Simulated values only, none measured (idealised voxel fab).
process module | voxel self aligned vias
cross-section cut | 160 nm wide | cells 5 nm
A cross-section is a grid of square cells, given in bands from the top down. A band is one or more rows of cells.
Each band's line starts with the height of the band's top and of its bottom, in nm. Then come its materials from left to right, each with its width in nm. One material with "throughout" fills the band from edge to edge. "air" is empty space.
Height 0 is the level under which the wafer as received is all one material. The lowest band goes on downwards, as in "0 down".
A width such as "30 to 40" changes by the same amount from each row of cells to the next, from the band's top row to its bottom row.
"no change" after a step means that no cell of the cross-section changed.
closed voids: empty space of 8 cells or more with no open way to the top, each as width x height at its distance from the left edge, in nm
after a step's settings: what the simulator itself notes on the step
overlay nm, on a step with a mask: how far to the right of its planned place the mask lay; to the left if negative
plan
1 op RECEIVE | material Si
2 op CONFORMAL_DEP | material SiO2 | thk nm 15
3 op CONFORMAL_DEP | material SiCN | thk nm 5
4 op DIRECTIONAL_DEP | material SiO2 | thk nm 30
5 op DIRECTIONAL_DEP | material aC | thk nm 10
6 op PATTERN | tone open | mask id LINES | material resist | width nm 20 | pitch nm 55 | thk nm 25 | overlay nm -15
7 op DIRECTIONAL_ETCH | etch materials aC | depth nm 10
8 op STRIP | etch materials resist
9 op DIRECTIONAL_ETCH | etch materials SiO2 | depth nm 30
10 op STRIP | etch materials aC
11 op CONFORMAL_DEP | material TiN | thk nm 5
12 op FILL_DEP | material Ru | thk nm 10
13 op CMP | height nm 50
14 op SELECTIVE_ETCH | etch materials W Ru TiN | depth nm 10
15 op FILL_DEP | material SiN | thk nm 10
16 op CMP | height nm 50
17 op DIRECTIONAL_DEP | material SiO2 | thk nm 20
18 op PATTERN | tone open | mask id VIAS | material resist | width nm 30 | thk nm 20 | overlay nm 0
19 op DIRECTIONAL_ETCH | etch materials SiO2 | depth nm 20
20 op DIRECTIONAL_ETCH | etch materials SiN | depth nm 10
21 op STRIP | etch materials resist
22 op CONFORMAL_DEP | material TiN | thk nm 5
23 op FILL_DEP | material Cu | thk nm 5
24 op CMP | height nm 70
25 op CONFORMAL_DEP | material SiN | thk nm 5
varied across the wafers: overlay nm of step 6. The plan shows the first wafer's value. All wafers start alike
first wafer as received, after step 1
  0 down: Si throughout
  closed voids: none
first wafer at the end, after step 25
  75 to 70: SiN throughout
  70 to 55: SiO2 35 | TiN 5 | Cu 20 | TiN 5 | SiO2 95
  55 to 50: SiO2 35 | TiN 30 | SiO2 95
  50 to 40: SiO2 25 | SiN 10 | TiN 10 | SiO2 35 | SiN 20 | SiO2 60
  40 to 25: SiO2 25 | TiN 5 | Ru 10 | TiN 5 | SiO2 35 | TiN 5 | Ru 10 | TiN 5 | SiO2 60
  25 to 20: SiO2 25 | TiN 20 | SiO2 35 | TiN 20 | SiO2 60
  20 to 15: SiCN throughout
  15 to 0: SiO2 throughout
  0 down: Si throughout
  closed voids: none
last wafer at the end
  75 to 70: SiN throughout
  70 to 55: SiO2 35 | TiN 5 | Cu 20 | TiN 5 | SiO2 95
  55 to 50: SiO2 35 | TiN 30 | SiO2 95
  50 to 40: SiO2 55 | TiN 10 | SiN 10 | SiO2 35 | SiN 20 | SiO2 30
  40 to 25: SiO2 55 | TiN 5 | Ru 10 | TiN 5 | SiO2 35 | TiN 5 | Ru 10 | TiN 5 | SiO2 30
  25 to 20: SiO2 55 | TiN 20 | SiO2 35 | TiN 20 | SiO2 30
  20 to 15: SiCN throughout
  15 to 0: SiO2 throughout
  0 down: Si throughout
  closed voids: none
each wafer at the end: cells of each material gained (+) or lost (-) since it was received, then its closed voids
overlay nm -15 | +12 Cu | +12 Ru | +32 SiCN | +44 SiN | +344 SiO2 | +36 TiN | closed voids: none
overlay nm -10 | +14 Cu | +12 Ru | +32 SiCN | +42 SiN | +344 SiO2 | +36 TiN | closed voids: none
overlay nm -5 | +16 Cu | +12 Ru | +32 SiCN | +40 SiN | +344 SiO2 | +36 TiN | closed voids: none
overlay nm 0 | +16 Cu | +12 Ru | +32 SiCN | +40 SiN | +344 SiO2 | +36 TiN | closed voids: none
overlay nm 5 | +16 Cu | +12 Ru | +32 SiCN | +40 SiN | +344 SiO2 | +36 TiN | closed voids: none
overlay nm 10 | +14 Cu | +12 Ru | +32 SiCN | +42 SiN | +344 SiO2 | +36 TiN | closed voids: none
overlay nm 15 | +12 Cu | +12 Ru | +32 SiCN | +44 SiN | +344 SiO2 | +36 TiN | closed voids: none
